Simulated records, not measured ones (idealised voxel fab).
Name of the process module below: voxel transistor to metal
It is cross-section cut that appears here, measuring 155 nm in width, its square cells being 5 nm in size.
Format of a cross-section: grid, square cells. Given as bands. Order: top down. Band: one or more rows of cells. What a band's entry tells you: where the top is and where the bottom is, as heights in nm, and after that what lies inside, material by material from left to right, each with its width in nm. Empty space is written as the word "empty", and a single material marked with the word "throughout" occupies the band from edge to edge. For the purposes of this specification, 0 denotes the height below which the wafer in its as-received condition is composed wholly of one material, and the lowermost band, lacking a lower limit, extends downward without end, as expressed in "from 0 down". When a width is written as two numbers, as in "30 to 40", the first number is the width in the top row of cells of the band and the second is the width in its bottom row, and the width changes by the same amount from each row to the next. The designation "everything unchanged", where it is given for a processing step, indicates that no cell of the cross-section was altered in the course of that step. "Sealed void listing" contains a list of empty spaces, each no smaller than 8 cells and without an open way to the top, written in the form width x height at distance with the distance from the left edge and all three in nm. That trailing text on a step's line, after the settings, is the simulator's own remark on the step. Each step line may optionally specify "overlay nm", which for a step with a mask gives the rightward distance between the mask's planned place and where it lay, a negative value indicating the leftward direction.

The steps planned for the process are as follows:
1 RECEIVE | material Si
2 OXIDIZE | depth nm 5
3 CONFORMAL_DEP | material SiN | thk nm 15
4 DIRECTIONAL_DEP | material aC | thk nm 10
5 PATTERN | tone cover | mask id ACTIVE | material resist | width nm 105 | thk nm 25 | overlay nm 0
6 DIRECTIONAL_ETCH | etch materials aC | depth nm 10
7 STRIP | etch materials resist
8 DIRECTIONAL_ETCH | etch materials SiN | depth nm 15
9 DIRECTIONAL_ETCH | etch materials SiO2 | depth nm 5
10 DIRECTIONAL_ETCH | etch materials Si | depth nm 30
11 STRIP | etch materials aC
12 OXIDIZE | depth nm 5
13 FILL_DEP | material SiO2 | thk nm 15
14 CMP | height nm 15
15 SELECTIVE_ETCH | etch materials SiO2 | depth nm 15
16 STRIP | etch materials SiN
17 SELECTIVE_ETCH | etch materials SiO2 | depth nm 5
18 OXIDIZE | depth nm 5
19 DIRECTIONAL_DEP | material polySi | thk nm 25
20 DIRECTIONAL_DEP | material SiCN | thk nm 10
21 PATTERN | tone cover | mask id GATE | material resist | width nm 15 | thk nm 15 | overlay nm 0
22 DIRECTIONAL_ETCH | etch materials SiCN | depth nm 20
23 DIRECTIONAL_ETCH | etch materials polySi | depth nm 35
24 STRIP | etch materials resist
25 CONFORMAL_DEP | material SiN | thk nm 10
26 DIRECTIONAL_ETCH | etch materials SiN | depth nm 10
27 DIRECTIONAL_ETCH | etch materials SiO2 | depth nm 5
28 EPI | material nSi | thk nm 5
29 FILL_DEP | material SiO2 | thk nm 10
30 CMP | height nm 30
31 DIRECTIONAL_DEP | material SiO2 | thk nm 10
32 PATTERN | tone open | mask id CONTACT | material resist | width nm 30 | pitch nm 55 | thk nm 20 | overlay nm 0
33 DIRECTIONAL_ETCH | etch materials SiO2 | depth nm 45
34 STRIP | etch materials resist
35 CONFORMAL_DEP | material TiN | thk nm 5
36 FILL_DEP | material Ru | thk nm 5
37 CMP | height nm 40
38 DIRECTIONAL_DEP | material TiN | thk nm 5
39 DIRECTIONAL_DEP | material Ru | thk nm 15
40 PATTERN | tone cover | mask id METAL_1 | material resist | width nm 20 | pitch nm 65 | thk nm 15 | overlay nm 0
41 DIRECTIONAL_ETCH | etch materials Ru | depth nm 15
42 DIRECTIONAL_ETCH | etch materials TiN | depth nm 5
43 STRIP | etch materials resist
44 CONFORMAL_DEP | material SiN | thk nm 5
45 FILL_DEP | material SiO2 | thk nm 5
46 CMP | height nm 60
47 CONFORMAL_DEP | material SiCN | thk nm 5
48 DIRECTIONAL_DEP | material SiO2 | thk nm 35
49 DIRECTIONAL_DEP | material aC | thk nm 10
50 PATTERN | tone open | mask id METAL_2_HOLES | material resist | width nm 15 | pitch nm 65 | thk nm 30 | overlay nm 0
51 DIRECTIONAL_ETCH | etch materials aC | depth nm 10
52 STRIP | etch materials resist
53 DIRECTIONAL_ETCH | etch materials SiO2 | depth nm 35
54 STRIP | etch materials aC
55 DIRECTIONAL_DEP | material aC | thk nm 15
56 PATTERN | tone open | mask id METAL_2 | material resist | width nm 20 | pitch nm 65 | thk nm 35 | overlay nm 0
57 DIRECTIONAL_ETCH | etch materials aC | depth nm 15
58 STRIP | etch materials resist
59 DIRECTIONAL_ETCH | etch materials SiO2 | depth nm 20
60 DIRECTIONAL_ETCH | etch materials SiCN | depth nm 5
61 STRIP | etch materials aC
62 CONFORMAL_DEP | material TiN | thk nm 5
63 FILL_DEP | material Ru | thk nm 5
64 CMP | height nm 100
65 CONFORMAL_DEP | material SiN | thk nm 5

Shown in cross-section is the wafer as received, that is, as it stands after step 1:
> from 0 down  Si throughout
> Sealed void listing: none

Result of the module, cross-sectioned: start per above, plan per above, one error in how it was run:
> from 105 to 100  SiN throughout
> from 100 to 85  SiO2 (35)  TiN (5)  Ru (5)  TiN (5)  SiO2 (50)  TiN (5)  Ru (5)  TiN (5)  SiO2 (40)
> from 85 to 80  SiO2 (35)  TiN (15)  SiO2 (50)  TiN (15)  SiO2 (40)
> from 80 to 65  SiO2 throughout
> from 65 to 60  SiCN throughout
> from 60 to 45  SiO2 (30)  SiN (5)  Ru (20)  SiN (5)  SiO2 (35)  SiN (5)  Ru (20)  SiN (5)  SiO2 (30)
> from 45 to 40  SiN (35)  TiN (20)  SiN (45)  TiN (20)  SiN (35)
> from 40 to 30  SiO2 (35)  TiN (5)  Ru (20 to 15)  TiN (5 to 10)  SiO2 (25)  TiN (5 to 10)  Ru (20 to 15)  TiN (5)  SiO2 (35)
> from 30 to 20  SiO2 (35)  TiN (5)  Ru (15)  TiN (5)  SiN (10)  SiCN (15)  SiN (10)  TiN (5)  Ru (15)  TiN (5)  SiO2 (35)
> from 20 to 0  SiO2 (35)  TiN (5)  Ru (15)  TiN (5)  SiN (10)  polySi (15)  SiN (10)  TiN (5)  Ru (15)  TiN (5)  SiO2 (35)
> from 0 to -5  SiO2 (35)  TiN (25)  SiN (10)  polySi (15)  SiN (10)  TiN (25)  SiO2 (35)
> from -5 to -10  SiO2 (25)  nSi (35)  SiO2 (35)  nSi (35)  SiO2 (25)
> from -10 to -40  SiO2 (30)  Si (95)  SiO2 (30)
> from -40 down  Si throughout
> Sealed void listing: none
Misprocessing identified: regarding the plan, step 48 was run twice
